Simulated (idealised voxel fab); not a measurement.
Process module name: voxel transistor to metal
cross-section cut | 185 nm wide | cells 5 nm
Cross-section layout: square cells on a grid; listed as bands, top to bottom; a band spans one or more cell rows.
The entry gives the band's vertical extent as a top height and a bottom height in nm, then its horizontal make-up as materials from left to right, each with a width in nm. "empty" stands for empty space; a single material marked "all across" fills the band edge to edge.
Beneath 0, the wafer as received is one material, and that level is where height counting begins. The lowest band goes on downward without a bottom; it is written like "0 down".
The notation "30->40" denotes a width that varies across the rows of cells in the band, beginning at the first number in the top row, finishing at the second number in the bottom row, and changing by an identical amount from each row to the next.
Step note "remained the same" = no cross-section cell changed.
Listed in "Closed void register": every empty space of 8 or more cells without an open way to the top. Form: width x height at distance, the distance being from the left edge, all in nm.
It should be noted that, on the line of a given step, the content following the step's settings is a remark produced by the simulator itself with respect to that step.
overlay nm: mask offset rightward from planned place, masked step; negative means leftward offset.
-- This section lists the process steps that were planned
step 1: op RECEIVE | material Si
step 2: op CONFORMAL_DEP | material SiO2 | thk nm 5
step 3: op CONFORMAL_DEP | material SiN | thk nm 15
step 4: op DIRECTIONAL_DEP | material aC | thk nm 10
step 5: op PATTERN | tone cover | mask id ACTIVE | material resist | width nm 105 | thk nm 25 | overlay nm 0
step 6: op DIRECTIONAL_ETCH | etch materials aC | depth nm 10
step 7: op STRIP | etch materials resist
step 8: op DIRECTIONAL_ETCH | etch materials SiN | depth nm 15
step 9: op DIRECTIONAL_ETCH | etch materials SiO2 | depth nm 5
step 10: op DIRECTIONAL_ETCH | etch materials Si | depth nm 35
step 11: op STRIP | etch materials aC
step 12: op OXIDIZE | depth nm 5
step 13: op FILL_DEP | material SiO2 | thk nm 5
step 14: op CMP | height nm 20
step 15: op SELECTIVE_ETCH | etch materials SiO2 | depth nm 10
step 16: op STRIP | etch materials SiN
step 17: op SELECTIVE_ETCH | etch materials SiO2 | depth nm 5
step 18: op OXIDIZE | depth nm 5
step 19: op DIRECTIONAL_DEP | material polySi | thk nm 25
step 20: op DIRECTIONAL_DEP | material SiCN | thk nm 10
step 21: op DIRECTIONAL_DEP | material aC | thk nm 15
step 22: op PATTERN | tone cover | mask id GATE | material resist | width nm 35 | thk nm 35 | overlay nm 0
step 23: op DIRECTIONAL_ETCH | etch materials aC | depth nm 15
step 24: op STRIP | etch materials resist
step 25: op DIRECTIONAL_ETCH | etch materials SiCN | depth nm 20
step 26: op DIRECTIONAL_ETCH | etch materials polySi | depth nm 35
step 27: op STRIP | etch materials aC
step 28: op CONFORMAL_DEP | material SiN | thk nm 10
step 29: op DIRECTIONAL_ETCH | etch materials SiN | depth nm 10
step 30: op DIRECTIONAL_ETCH | etch materials SiO2 | depth nm 5
step 31: op DIRECTIONAL_ETCH | etch materials Si | depth nm 5
step 32: op EPI | material SiGe | thk nm 10
step 33: op FILL_DEP | material SiO2 | thk nm 5
step 34: op CMP | height nm 25
step 35: op STRIP | etch materials polySi
step 36: op SELECTIVE_ETCH | etch materials SiO2 | depth nm 5
step 37: op CONFORMAL_DEP | material HfO2 | thk nm 5
step 38: op CONFORMAL_DEP | material TiN | thk nm 5
step 39: op FILL_DEP | material W | thk nm 5
step 40: op CMP | height nm 20
step 41: op DIRECTIONAL_DEP | material SiO2 | thk nm 10
step 42: op DIRECTIONAL_DEP | material aC | thk nm 15
step 43: op PATTERN | tone open | mask id CONTACT | material resist | width nm 15 | pitch nm 80 | thk nm 30 | overlay nm 0
step 44: op DIRECTIONAL_ETCH | etch materials aC | depth nm 15
step 45: op STRIP | etch materials resist
step 46: op DIRECTIONAL_ETCH | etch materials SiO2 | depth nm 30
step 47: op STRIP | etch materials aC
step 48: op CONFORMAL_DEP | material TiN | thk nm 5
step 49: op FILL_DEP | material Ru | thk nm 5
step 50: op CMP | height nm 30
step 51: op DIRECTIONAL_DEP | material TiN | thk nm 5
step 52: op DIRECTIONAL_DEP | material W | thk nm 20
step 53: op PATTERN | tone cover | mask id METAL_1 | material resist | width nm 15 | pitch nm 80 | thk nm 15 | overlay nm 0
step 54: op DIRECTIONAL_ETCH | etch materials W | depth nm 20
step 55: op DIRECTIONAL_ETCH | etch materials TiN | depth nm 5
step 56: op STRIP | etch materials resist
step 57: op FILL_DEP | material SiO2 | thk nm 10
step 58: op CMP | height nm 55
step 59: op CONFORMAL_DEP | material SiCN | thk nm 5
step 60: op DIRECTIONAL_DEP | material lowk | thk nm 30
step 61: op MASKED_ETCH | tone open | mask id METAL_2 | width nm 15 | pitch nm 80 | etch materials lowk | depth nm 20 | overlay nm 0
step 62: op MASKED_ETCH | tone open | mask id METAL_2_HOLES | width nm 15 | pitch nm 80 | etch materials lowk | depth nm 10 | overlay nm 0
step 63: op MASKED_ETCH | tone open | mask id METAL_2_HOLES | width nm 15 | pitch nm 80 | etch materials SiCN | depth nm 5 | overlay nm 0
step 64: op CONFORMAL_DEP | material TiN | thk nm 5
step 65: op FILL_DEP | material Cu | thk nm 10
step 66: op CMP | height nm 90
step 67: op CONFORMAL_DEP | material SiN | thk nm 5
-- This is the cross-section of the wafer as we received it, i.e. after step 1
    0 down: Si all across
    Closed void register: none
-- The first of the two wafers as seen in cross-section once the module was finished; processing followed the plan
    95 to 90: SiN all across
    90 to 60: 45 lowk / 5 TiN / 5 Cu / 5 TiN / 65 lowk / 5 TiN / 5 Cu / 5 TiN / 45 lowk
    60 to 55: 45 SiCN / 15 TiN / 65 SiCN / 15 TiN / 45 SiCN
    55 to 35: 45 SiO2 / 15 W / 65 SiO2 / 15 W / 45 SiO2
    35 to 30: 45 SiO2 / 15 TiN / 65 SiO2 / 15 TiN / 45 SiO2
    30 to 20: 45 SiO2 / 5 TiN / 5 Ru / 5 TiN / 65 SiO2 / 5 TiN / 5 Ru / 5 TiN / 45 SiO2
    20 to 10: 45 SiO2 / 5 TiN / 5 Ru / 5 TiN / 5 SiO2 / 10 SiN / 5 HfO2 / 5 TiN / 15 W / 5 TiN / 5 HfO2 / 10 SiN / 5 SiO2 / 5 TiN / 5 Ru / 5 TiN / 45 SiO2
    10 to 5: 45 SiO2 / 15 TiN / 5 SiO2 / 10 SiN / 5 HfO2 / 5 TiN / 15 W / 5 TiN / 5 HfO2 / 10 SiN / 5 SiO2 / 15 TiN / 45 SiO2
    5 to 0: 35 SiO2 / 10 SiN / 10 TiN / 10 SiGe / 10 SiN / 5 HfO2 / 25 TiN / 5 HfO2 / 10 SiN / 10 SiGe / 10 TiN / 10 SiN / 35 SiO2
    0 to -5: 45 SiO2 / 20 SiGe / 5 SiO2 / 45 HfO2 / 5 SiO2 / 20 SiGe / 45 SiO2
    -5 to -10: 45 SiO2 / 20 SiGe / 55 Si / 20 SiGe / 45 SiO2
    -10 to -40: 45 SiO2 / 95 Si / 45 SiO2
    -40 down: Si all across
    Closed void register: none
-- Cross-section of the latter of the two wafers at module completion. It had an identical start and an identical plan to the former; in running it, one mistake was made
    95 to 90: SiN all across
    90 to 60: 45 lowk / 5 TiN / 5 Cu / 5 TiN / 65 lowk / 5 TiN / 5 Cu / 5 TiN / 45 lowk
    60 to 55: 45 SiCN / 15 TiN / 65 SiCN / 15 TiN / 45 SiCN
    55 to 35: 45 SiO2 / 15 W / 65 SiO2 / 15 W / 45 SiO2
    35 to 30: 45 SiO2 / 15 TiN / 65 SiO2 / 15 TiN / 45 SiO2
    30 to 20: 45 SiO2 / 5 TiN / 5 HfO2 / 5 TiN / 65 SiO2 / 5 TiN / 5 HfO2 / 5 TiN / 45 SiO2
    20 to 10: 45 SiO2 / 5 TiN / 5 HfO2 / 5 TiN / 5 SiO2 / 10 SiN / 5 HfO2 / 5 TiN / 15 W / 5 TiN / 5 HfO2 / 10 SiN / 5 SiO2 / 5 TiN / 5 HfO2 / 5 TiN / 45 SiO2
    10 to 5: 45 SiO2 / 15 TiN / 5 SiO2 / 10 SiN / 5 HfO2 / 5 TiN / 15 W / 5 TiN / 5 HfO2 / 10 SiN / 5 SiO2 / 15 TiN / 45 SiO2
    5 to 0: 35 SiO2 / 10 SiN / 10 TiN / 10 SiGe / 10 SiN / 5 HfO2 / 25 TiN / 5 HfO2 / 10 SiN / 10 SiGe / 10 TiN / 10 SiN / 35 SiO2
    0 to -5: 45 SiO2 / 20 SiGe / 5 SiO2 / 45 HfO2 / 5 SiO2 / 20 SiGe / 45 SiO2
    -5 to -10: 45 SiO2 / 20 SiGe / 55 Si / 20 SiGe / 45 SiO2
    -10 to -40: 45 SiO2 / 95 Si / 45 SiO2
    -40 down: Si all across
    Closed void register: none
Plan not followed: step 49: run off-plan, actual operation and settings op FILL_DEP | material HfO2 | thk nm 5
Heads up, by the end the second wafer has more or fewer cells of some materials compared to the first: +8 HfO2, -8 Ru
